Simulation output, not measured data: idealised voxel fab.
process module | voxel released beams
cross-section cut | 220 nm wide | cells 5 nm
A cross-section is a grid of square cells, given in bands from the top down. A band is one or more rows of cells.
Each band's line starts with the height of the band's top and of its bottom, in nm. Then come its materials from left to right, each with its width in nm. One material with "throughout" fills the band from edge to edge. "air" is empty space.
Height 0 is the level under which the wafer as received is all one material. The lowest band goes on downwards, as in "0 down".
A width such as "30 to 40" changes by the same amount from each row of cells to the next, from the band's top row to its bottom row.
"no change" after a step means that no cell of the cross-section changed.
closed voids: empty space of 8 cells or more with no open way to the top, each as width x height at its distance from the left edge, in nm
after a step's settings: what the simulator itself notes on the step
overlay nm, on a step with a mask: how far to the right of its planned place the mask lay; to the left if negative
plan
1 op RECEIVE | material Si
2 op CONFORMAL_DEP | material SiN | thk nm 5
3 op DIRECTIONAL_DEP | material SiO2 | thk nm 15
4 op PATTERN | tone open | mask id ANCHOR | material resist | width nm 35 | thk nm 20 | overlay nm 0
5 op DIRECTIONAL_ETCH | etch materials SiO2 | depth nm 15
6 op STRIP | etch materials resist
7 op CONFORMAL_DEP | material TiN | thk nm 10
8 op MASKED_ETCH | tone cover | mask id BEAM | width nm 105 | etch materials TiN | depth nm 10 | overlay nm 0
9 op STRIP | etch materials SiO2
first wafer, as planned
as received, after step 1
  0 down: Si throughout
  closed voids: none
after step 2
  5 to 0: SiN throughout
  below 0: unchanged
after step 3
  20 to 5: SiO2 throughout
  below 5: unchanged
after step 4
  40 to 20: resist 60 | air 35 | resist 125
  below 20: unchanged
after step 5
  40 to 20: resist 60 | air 35 | resist 125
  20 to 5: SiO2 60 | air 35 | SiO2 125
  below 5: unchanged
after step 6
  20 to 5: SiO2 60 | air 35 | SiO2 125
  below 5: unchanged
after step 7
  30 to 20: TiN 70 | air 15 | TiN 135
  20 to 15: SiO2 60 | TiN 10 | air 15 | TiN 10 | SiO2 125
  15 to 5: SiO2 60 | TiN 35 | SiO2 125
  below 5: unchanged
after step 8
  30 to 20: air 55 | TiN 15 | air 15 | TiN 75 | air 60
  below 20: unchanged
after step 9
  30 to 20: air 55 | TiN 15 | air 15 | TiN 75 | air 60
  20 to 15: air 60 | TiN 10 | air 15 | TiN 10 | air 125
  15 to 5: air 60 | TiN 35 | air 125
  below 5: unchanged
second wafer: like start, like plan, one mistake. Through step 5 it matches the first wafer
when step 6 should have ended
  0 down: Si throughout
when step 7 should have ended
  10 to 0: TiN throughout
  below 0: unchanged
when step 8 should have ended
  10 to 0: air 55 | TiN 105 | air 60
  below 0: unchanged
when step 9 should have ended: no change
what went wrong: step 6 ran as: op STRIP | etch materials SiN
at the end the second wafer has, in cells: 44 fewer of SiN | 12 fewer of TiN
